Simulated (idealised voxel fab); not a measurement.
process module | voxel lift off
cross-section cut | 285 nm wide | cells 5 nm
A cross-section is a grid of square cells, given in bands from the top down. A band is one or more rows of cells.
Each band's line starts with the height of the band's top and of its bottom, in nm. Then come its materials from left to right, each with its width in nm. One material with "throughout" fills the band from edge to edge. "air" is empty space.
Height 0 is the level under which the wafer as received is all one material. The lowest band goes on downwards, as in "0 down".
A width such as "30 to 40" changes by the same amount from each row of cells to the next, from the band's top row to its bottom row.
"no change" after a step means that no cell of the cross-section changed.
closed voids: empty space of 8 cells or more with no open way to the top, each as width x height at its distance from the left edge, in nm
after a step's settings: what the simulator itself notes on the step
overlay nm, on a step with a mask: how far to the right of its planned place the mask lay; to the left if negative
plan
1 op RECEIVE | material Si
2 op CONFORMAL_DEP | material SiO2 | thk nm 15
3 op PATTERN | tone open | mask id LINES | material resist | width nm 25 | pitch nm 40 | thk nm 20 | overlay nm 0
4 op DIRECTIONAL_DEP | material Ru | thk nm 10
5 op STRIP | etch materials resist
6 op CONFORMAL_DEP | material SiN | thk nm 10
as received, after step 1
  0 down: Si throughout
  closed voids: none
first wafer at the end, as planned
  35 to 25: air 100 | SiN 85 | air 100
  25 to 15: SiN 110 | Ru 25 | SiN 15 | Ru 25 | SiN 110
  15 to 0: SiO2 throughout
  0 down: Si throughout
  closed voids: none
second wafer at the end: like start, like plan, one mistake
  35 to 25: air 100 | SiN 85 | air 100
  25 to 15: SiN 110 | SiO2 25 | SiN 15 | SiO2 25 | SiN 110
  15 to 0: SiO2 throughout
  0 down: Si throughout
  closed voids: none
what went wrong: step 4 ran as: op DIRECTIONAL_DEP | material SiO2 | thk nm 10
at the end the second wafer has, in cells: 20 fewer of Ru | 20 more of SiO2
